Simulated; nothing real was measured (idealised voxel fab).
process module | voxel gate over fins
cross-section cut | 240 nm wide | cells 5 nm
A cross-section in this document is a grid of square cells, and it is written down as bands, the top band listed before the ones below it; a band is made up of one or more rows of cells. Top, bottom (nm), then materials left to right with widths (nm); lone material tagged "throughout" fills the whole band edge to edge; "blank" = empty space. Convention: height 0 is the level below which the wafer, as received, is all one material. The lowest band does not terminate at the bottom but continues downward, represented as "0 down". Graded width ("30..40"): value in top row of band = first number; value in bottom row = second number; row-to-row change constant. "nothing got changed", as given for a step, is the statement that not any cell of the cross-section underwent a change during that step. "Fully enclosed voids" lists enclosed empty spaces (at least 8 cells, no open path upward to the top), each as width x height at distance from the left edge, in nm. Step line, after settings: the simulator's comment on this step. For masked steps, "overlay nm" on the step line gives how far right of plan the mask actually lay; a minus sign means it lay to the left.

The process steps that were planned are listed below
1: op RECEIVE | material Si
2: op CONFORMAL_DEP | material SiN | thk nm 10
3: op MASKED_ETCH | tone cover | mask id FINS | width nm 15 | pitch nm 60 | etch materials SiN | depth nm 10 | overlay nm 0
4: op MASKED_ETCH | tone cover | mask id FINS | width nm 15 | pitch nm 60 | etch materials Si | depth nm 40 | overlay nm 0
5: op FILL_DEP | material SiO2 | thk nm 15
6: op CMP | height nm 10
7: op PATTERN | tone open | mask id RAIL | material resist | width nm 15 | thk nm 15 | overlay nm 0
8: op DIRECTIONAL_ETCH | etch materials SiO2 | depth nm 45
9: op STRIP | etch materials resist
10: op CONFORMAL_DEP | material TiN | thk nm 5
11: op FILL_DEP | material W | thk nm 5
12: op CMP | height nm 10
13: op SELECTIVE_ETCH | etch materials W Ru TiN | depth nm 30
14: op FILL_DEP | material SiO2 | thk nm 5
15: op CMP | height nm 10
16: op SELECTIVE_ETCH | etch materials SiO2 | depth nm 25
17: op STRIP | etch materials SiN
18: op CONFORMAL_DEP | material HfO2 | thk nm 5
19: op CONFORMAL_DEP | material TiN | thk nm 5
20: op FILL_DEP | material W | thk nm 10
21: op CMP | height nm 15
22: op CONFORMAL_DEP | material SiN | thk nm 10

This is the cross-section of the wafer as we received it, i.e. after step 1
	0 down = Si throughout
	Fully enclosed voids: none

Final cross-section, module run with one mistake (start and plan as above)
	25 to 15 = SiN throughout
	15 to 10 = W throughout
	10 to 5 = 70 of W  35 of HfO2  25 of W  35 of HfO2  75 of W
	5 to 0 = 70 of W  5 of HfO2  25 of TiN  5 of HfO2  25 of W  5 of HfO2  25 of TiN  5 of HfO2  75 of W
	0 to -5 = 70 of W  5 of HfO2  5 of TiN  15 of Si  5 of TiN  5 of HfO2  25 of W  5 of HfO2  5 of TiN  15 of Si  5 of TiN  5 of HfO2  75 of W
	-5 to -10 = 75 of HfO2  5 of TiN  15 of Si  5 of TiN  35 of HfO2  5 of TiN  15 of Si  5 of TiN  80 of HfO2
	-10 to -15 = 80 of TiN  15 of Si  45 of TiN  15 of Si  85 of TiN
	-15 to -20 = 80 of SiO2  15 of Si  45 of SiO2  15 of Si  85 of SiO2
	-20 to -30 = 80 of SiO2  15 of Si  15 of SiO2  5 of TiN  5 of W  5 of TiN  15 of SiO2  15 of Si  85 of SiO2
	-30 to -35 = 80 of SiO2  15 of Si  15 of SiO2  15 of TiN  15 of SiO2  15 of Si  85 of SiO2
	-35 to -40 = 80 of SiO2  15 of Si  45 of SiO2  15 of Si  85 of SiO2
	-40 down = Si throughout
	Fully enclosed voids: none
Want to know what went wrong? ran 18 and 19 in swapped order versus the plan
